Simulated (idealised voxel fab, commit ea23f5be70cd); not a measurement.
Process module name: voxel gate over fins
cross-section cut | 290 nm wide | cells 5 nm
This document writes a cross-section as a grid whose cells are square, and gives it as bands, listed from the top down; one or more rows of cells form a band. Band entry format. Leading values: height of top, height of bottom, nm. Remainder: materials in left-to-right order, each with its width in nm. Special words: "everywhere" on a single material, which then fills the band edge to edge; "air", empty space. Beneath 0, the wafer as received is one material, and that level is where height counting begins. The lowest band goes on downward without a bottom; it is written like "top 0, no bottom". Think of "30 to 40" as a width that walks from the first number to the second as you go down the band, top row to bottom row, taking equal-sized steps from row to row. Basically "left unchanged" means that step didn't change any cell in the cross-section. The list in "Sealed void inventory" covers empty spaces of 8 cells or more that cannot reach the top through any open way, and it gives each as width x height at distance; the distance is from the left edge, and width, height and distance are in nm. If you see something after the settings on a step's line, that's the simulator's own remark about that step. overlay nm: where the mask lay relative to plan, measured to the right, on steps with a mask; negatives go left.

# Planned process steps
1,RECEIVE (material Si)
2,CONFORMAL_DEP (material SiN; thk nm 5)
3,DIRECTIONAL_DEP (material aC; thk nm 15)
4,PATTERN (tone cover; mask id FINS; material resist; width nm 15; pitch nm 60; thk nm 35; overlay nm 0)
5,DIRECTIONAL_ETCH (etch materials aC; depth nm 15)
6,STRIP (etch materials resist)
7,DIRECTIONAL_ETCH (etch materials SiN; depth nm 5)
8,DIRECTIONAL_ETCH (etch materials Si; depth nm 40)
9,STRIP (etch materials aC)
10,FILL_DEP (material SiO2; thk nm 15)
11,CMP (height nm 5)
12,PATTERN (tone open; mask id RAIL; material resist; width nm 15; thk nm 15; overlay nm 0)
13,DIRECTIONAL_ETCH (etch materials SiO2; depth nm 40)
14,STRIP (etch materials resist)
15,CONFORMAL_DEP (material TiN; thk nm 5)
16,FILL_DEP (material W; thk nm 5)
17,CMP (height nm 5)
18,SELECTIVE_ETCH (etch materials W Ru TiN; depth nm 20)
19,FILL_DEP (material SiO2; thk nm 5)
20,CMP (height nm 5)
21,SELECTIVE_ETCH (etch materials SiO2; depth nm 15)
22,STRIP (etch materials SiN)
23,CONFORMAL_DEP (material HfO2; thk nm 5)
24,CONFORMAL_DEP (material TiN; thk nm 5)
25,FILL_DEP (material W; thk nm 15)
26,CMP (height nm 20)
27,CONFORMAL_DEP (material SiCN; thk nm 10)

# As-received wafer cross-section (after step 1)
* top 0, no bottom | Si everywhere
* Sealed void inventory: none

# Module complete - cross-section of the first of two wafers, run according to plan
* top 30, bottom 20 | SiCN everywhere
* top 20, bottom 10 | W everywhere
* top 10, bottom 5 | W: 35  TiN: 35  W: 25  TiN: 35  W: 25  TiN: 35  W: 25  TiN: 35  W: 40
* top 5, bottom 0 | W: 35  TiN: 5  HfO2: 25  TiN: 5  W: 25  TiN: 5  HfO2: 25  TiN: 5  W: 25  TiN: 5  HfO2: 25  TiN: 5  W: 25  TiN: 5  HfO2: 25  TiN: 5  W: 40
* top 0, bottom -5 | TiN: 40  HfO2: 5  Si: 15  HfO2: 5  TiN: 35  HfO2: 5  Si: 15  HfO2: 5  TiN: 35  HfO2: 5  Si: 15  HfO2: 5  TiN: 35  HfO2: 5  Si: 15  HfO2: 5  TiN: 45
* top -5, bottom -10 | HfO2: 45  Si: 15  HfO2: 45  Si: 15  HfO2: 45  Si: 15  HfO2: 45  Si: 15  HfO2: 50
* top -10, bottom -15 | SiO2: 45  Si: 15  SiO2: 45  Si: 15  SiO2: 45  Si: 15  SiO2: 45  Si: 15  SiO2: 50
* top -15, bottom -30 | SiO2: 45  Si: 15  SiO2: 15  TiN: 5  W: 5  TiN: 5  SiO2: 15  Si: 15  SiO2: 45  Si: 15  SiO2: 45  Si: 15  SiO2: 50
* top -30, bottom -35 | SiO2: 45  Si: 15  SiO2: 15  TiN: 15  SiO2: 15  Si: 15  SiO2: 45  Si: 15  SiO2: 45  Si: 15  SiO2: 50
* top -35, bottom -40 | SiO2: 45  Si: 15  SiO2: 45  Si: 15  SiO2: 45  Si: 15  SiO2: 45  Si: 15  SiO2: 50
* top -40, no bottom | Si everywhere
* Sealed void inventory: none

# End-of-module cross-section of the second wafer: identical starting point and process plan to the first, with one processing mistake
* top 30, bottom 20 | SiCN everywhere
* top 20, bottom 15 | W everywhere
* top 15, bottom 10 | W: 65  TiN: 35  W: 190
* top 10, bottom 5 | W: 35  TiN: 35  HfO2: 25  TiN: 35  W: 25  TiN: 35  W: 25  TiN: 35  W: 40
* top 5, bottom 0 | W: 35  TiN: 5  HfO2: 25  TiN: 5  HfO2: 5  aC: 15  HfO2: 5  TiN: 5  HfO2: 25  TiN: 5  W: 25  TiN: 5  HfO2: 25  TiN: 5  W: 25  TiN: 5  HfO2: 25  TiN: 5  W: 40
* top 0, bottom -5 | TiN: 40  HfO2: 5  Si: 15  HfO2: 5  TiN: 5  HfO2: 5  aC: 15  HfO2: 5  TiN: 5  HfO2: 5  Si: 15  HfO2: 5  TiN: 35  HfO2: 5  Si: 15  HfO2: 5  TiN: 35  HfO2: 5  Si: 15  HfO2: 5  TiN: 45
* top -5, bottom -10 | HfO2: 45  Si: 15  HfO2: 15  aC: 15  HfO2: 15  Si: 15  HfO2: 45  Si: 15  HfO2: 45  Si: 15  HfO2: 50
* top -10, bottom -15 | SiO2: 45  Si: 15  SiO2: 15  aC: 15  SiO2: 15  Si: 15  SiO2: 45  Si: 15  SiO2: 45  Si: 15  SiO2: 50
* top -15, bottom -30 | SiO2: 45  Si: 15  SiO2: 15  TiN: 5  W: 5  TiN: 5  SiO2: 15  Si: 15  SiO2: 45  Si: 15  SiO2: 45  Si: 15  SiO2: 50
* top -30, bottom -35 | SiO2: 45  Si: 15  SiO2: 15  TiN: 15  SiO2: 15  Si: 15  SiO2: 45  Si: 15  SiO2: 45  Si: 15  SiO2: 50
* top -35, bottom -40 | SiO2: 45  Si: 15  SiO2: 45  Si: 15  SiO2: 45  Si: 15  SiO2: 45  Si: 15  SiO2: 50
* top -40, no bottom | Si everywhere
* Sealed void inventory: none
Here's what went sideways: step 19 was not run as planned; what actually ran was FILL_DEP (material aC; thk nm 5)
Final tally in cells, some materials are higher or lower on the second wafer than on the first: HfO2 +6 | SiO2 -3 | TiN +2 | W -17 | aC +12
